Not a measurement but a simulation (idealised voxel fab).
Process module, titled voxel self aligned contacts
Cross-sectional view cut (width: 170 nm; square cell size: 5 nm).
Cross-section spec: square-cell grid; bands listed top down; each band is one or more rows. Heights first: top, then bottom, in nm. Then materials, left to right, each with a width in nm. "all across" on a single material: fills the band edge to edge. "blank": empty space. Height reference: 0 = level under which incoming wafer is all one material. Lowest band: no bottom, runs on downward, e.g. "0 and below". Graded width ("30..40"): value in top row of band = first number; value in bottom row = second number; row-to-row change constant. Given "nothing different" for a step, no cell of the cross-section differs between before and after that step. Closed-off voids of 8+ cells (no open route to the top) go in "Enclosed cavities", written width x height at distance from the left edge, in nm. If you see something after the settings on a step's line, that's the simulator's own remark about that step. "overlay nm" on a masked step: distance the mask lay right of its planned place, negative for left.
[Here's what the planned process steps look like]
- 1: RECEIVE: material Si
- 2: OXIDIZE: depth nm 5
- 3: DIRECTIONAL_DEP: material polySi, thk nm 30
- 4: DIRECTIONAL_DEP: material SiN, thk nm 25
- 5: DIRECTIONAL_DEP: material aC, thk nm 15
- 6: PATTERN: tone cover, mask id GATE, material resist, width nm 30, pitch nm 75, thk nm 35, overlay nm 0
- 7: DIRECTIONAL_ETCH: etch materials aC, depth nm 15
- 8: STRIP: etch materials resist
- 9: DIRECTIONAL_ETCH: etch materials SiN, depth nm 25
- 10: DIRECTIONAL_ETCH: etch materials polySi, depth nm 30
- 11: STRIP: etch materials aC
- 12: CONFORMAL_DEP: material SiN, thk nm 10
- 13: DIRECTIONAL_ETCH: etch materials SiN, depth nm 10
- 14: FILL_DEP: material SiO2, thk nm 15
- 15: CMP: height nm 60
- 16: MASKED_ETCH: tone open, mask id CONTACT, width nm 45, etch materials SiO2, depth nm 65, overlay nm 0
- 17: CONFORMAL_DEP: material TiN, thk nm 5
- 18: FILL_DEP: material W, thk nm 5
- 19: CMP: height nm 60
- 20: CONFORMAL_DEP: material SiN, thk nm 5
For clarity, it should be stated that the wafers under discussion commence in an identical condition and differ with respect to the width nm of step 16, the plan indicating the value that the first wafer had.
[Sectional view: first of several wafers, as received, after step 1]
- 0 and below  Si all across
- Enclosed cavities: none
[The following table contains a row per wafer, in which are reported, at the conclusion of the module, the cells of each material gained (+) or lost (-) since the wafer's receipt, with its closed voids given thereafter]
width nm 45 | -34 Si | +182 SiN | +153 SiO2 | +33 TiN | +36 W | +72 polySi | Enclosed cavities: none
width nm 50 | -34 Si | +182 SiN | +152 SiO2 | +34 TiN | +36 W | +72 polySi | Enclosed cavities: none
width nm 55 | -34 Si | +182 SiN | +151 SiO2 | +35 TiN | +36 W | +72 polySi | Enclosed cavities: none
width nm 60 | -34 Si | +182 SiN | +150 SiO2 | +36 TiN | +36 W | +72 polySi | Enclosed cavities: none
width nm 65 | -34 Si | +182 SiN | +149 SiO2 | +37 TiN | +36 W | +72 polySi | Enclosed cavities: none
width nm 70 | -34 Si | +182 SiN | +148 SiO2 | +38 TiN | +36 W | +72 polySi | Enclosed cavities: none
